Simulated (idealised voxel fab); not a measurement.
process module | voxel capacitor over wiring
The cross-section shown here is cut; it is 260 nm wide and divided into square cells measuring 5 nm on a side.
Cross-section format: a grid of square cells, given as bands from top to bottom; each band is one or more rows of cells.
First you get the band's top height and its bottom height, in nm, and then the materials it's made of, left to right, with each width in nm. If you see a single material with "full width", that one covers the band edge to edge. "blank" is empty space.
Zero point of the height axis is 0; under it, received wafer = one material. Lowest band: continues down indefinitely, "0 -> down".
Width: "30->40" (first number = top row, second number = bottom row, same change from row to row of cells).
The cross-section has no changed cell in any step marked "changes: none".
Empty spaces without an open route to the top, at least 8 cells in extent, make up the entry "Sealed void inventory"; each is given as width x height at distance, where the distance is measured from the left edge, and all are in nm.
That trailing text on a step's line, after the settings, is the simulator's own remark on the step.
When a step includes a mask, the "overlay nm" setting on its line states how far to the right of its planned place that mask lay, and negative values state how far to the left.

-- Intended process steps
1. RECEIVE with material Si
2. CONFORMAL_DEP with material SiO2, thk nm 15
3. DIRECTIONAL_DEP with material TiN, thk nm 5
4. DIRECTIONAL_DEP with material W, thk nm 25
5. DIRECTIONAL_DEP with material aC, thk nm 10
6. PATTERN with tone cover, mask id METAL_1, material resist, width nm 20, pitch nm 85, thk nm 25, overlay nm 0
7. DIRECTIONAL_ETCH with etch materials aC, depth nm 10
8. STRIP with etch materials resist
9. DIRECTIONAL_ETCH with etch materials W, depth nm 25
10. DIRECTIONAL_ETCH with etch materials TiN, depth nm 5
11. STRIP with etch materials aC
12. CONFORMAL_DEP with material SiN, thk nm 5
13. FILL_DEP with material SiO2, thk nm 5
14. CMP with height nm 45
15. CONFORMAL_DEP with material SiCN, thk nm 5
16. DIRECTIONAL_DEP with material lowk, thk nm 10
17. MASKED_ETCH with tone open, mask id PLUG_1, width nm 15, etch materials lowk, depth nm 10, overlay nm 0
18. MASKED_ETCH with tone open, mask id PLUG_1, width nm 15, etch materials SiCN, depth nm 5, overlay nm 0
19. CONFORMAL_DEP with material TiN, thk nm 5
20. FILL_DEP with material Cu, thk nm 10
21. CMP with height nm 60
22. DIRECTIONAL_DEP with material TiN, thk nm 10
23. DIRECTIONAL_DEP with material HfO2, thk nm 5
24. DIRECTIONAL_DEP with material TiN, thk nm 5
25. DIRECTIONAL_DEP with material aC, thk nm 15
26. PATTERN with tone cover, mask id UPPER_PLATE, material resist, width nm 70, thk nm 35, overlay nm 0
27. DIRECTIONAL_ETCH with etch materials aC, depth nm 15
28. STRIP with etch materials resist
29. DIRECTIONAL_ETCH with etch materials TiN, depth nm 5
30. DIRECTIONAL_ETCH with etch materials HfO2, depth nm 5
31. STRIP with etch materials aC
32. MASKED_ETCH with tone cover, mask id LOWER_PLATE, width nm 80, etch materials TiN, depth nm 10, overlay nm 0
33. FILL_DEP with material SiO2, thk nm 20
34. CMP with height nm 95
35. PATTERN with tone open, mask id PLUG_2, material resist, width nm 15, thk nm 15, overlay nm 0
36. DIRECTIONAL_ETCH with etch materials SiO2, depth nm 15
37. STRIP with etch materials resist
38. CONFORMAL_DEP with material TiN, thk nm 5
39. FILL_DEP with material Cu, thk nm 5
40. CMP with height nm 95
41. CONFORMAL_DEP with material SiN, thk nm 5

-- as received, after step 1
- 0 -> down = Si full width
- Sealed void inventory: none

-- Looking at the first of two wafers in cross-section at end of module - ran to plan
- 100 -> 95 = SiN full width
- 95 -> 85 = 90 nm SiO2 | 5 nm TiN | 5 nm Cu | 5 nm TiN | 155 nm SiO2
- 85 -> 75 = 90->80 nm SiO2 | 15->70 nm TiN | 155->110 nm SiO2
- 75 -> 70 = 80 nm SiO2 | 70 nm HfO2 | 110 nm SiO2
- 70 -> 60 = 75 nm SiO2 | 80 nm TiN | 105 nm SiO2
- 60 -> 50 = 80 nm lowk | 5 nm TiN | 5 nm Cu | 5 nm TiN | 165 nm lowk
- 50 -> 45 = 80 nm SiCN | 15 nm TiN | 165 nm SiCN
- 45 -> 20 = 70 nm SiO2 | 5 nm SiN | 20 nm W | 5 nm SiN | 55 nm SiO2 | 5 nm SiN | 20 nm W | 5 nm SiN | 75 nm SiO2
- 20 -> 15 = 75 nm SiN | 20 nm TiN | 65 nm SiN | 20 nm TiN | 80 nm SiN
- 15 -> 0 = SiO2 full width
- 0 -> down = Si full width
- Sealed void inventory: none

-- Cross-section, second wafer: same start as the first, same plan as the first, one mistake in running it; taken at the end of the module
- 100 -> 95 = SiN full width
- 95 -> 85 = 90 nm SiO2 | 5 nm TiN | 5 nm Cu | 5 nm TiN | 155 nm SiO2
- 85 -> 75 = 90->80 nm SiO2 | 15->70 nm TiN | 155->110 nm SiO2
- 75 -> 70 = 80 nm SiO2 | 70 nm HfO2 | 110 nm SiO2
- 70 -> 60 = 75 nm SiO2 | 85 nm TiN | 100 nm SiO2
- 60 -> 50 = 80 nm lowk | 5 nm TiN | 5 nm Cu | 5 nm TiN | 165 nm lowk
- 50 -> 45 = 80 nm SiCN | 15 nm TiN | 165 nm SiCN
- 45 -> 20 = 70 nm SiO2 | 5 nm SiN | 20 nm W | 5 nm SiN | 55 nm SiO2 | 5 nm SiN | 20 nm W | 5 nm SiN | 75 nm SiO2
- 20 -> 15 = 75 nm SiN | 20 nm TiN | 65 nm SiN | 20 nm TiN | 80 nm SiN
- 15 -> 0 = SiO2 full width
- 0 -> down = Si full width
- Sealed void inventory: none
What broke from the plan during processing? step 32 did not happen as planned, as run it was MASKED_ETCH with tone cover, mask id LOWER_PLATE, width nm 85, etch materials TiN, depth nm 10, overlay nm 0
Final wafer comparison in cells, second versus first, more or fewer per material: SiO2: 2 fewer | TiN: 2 more
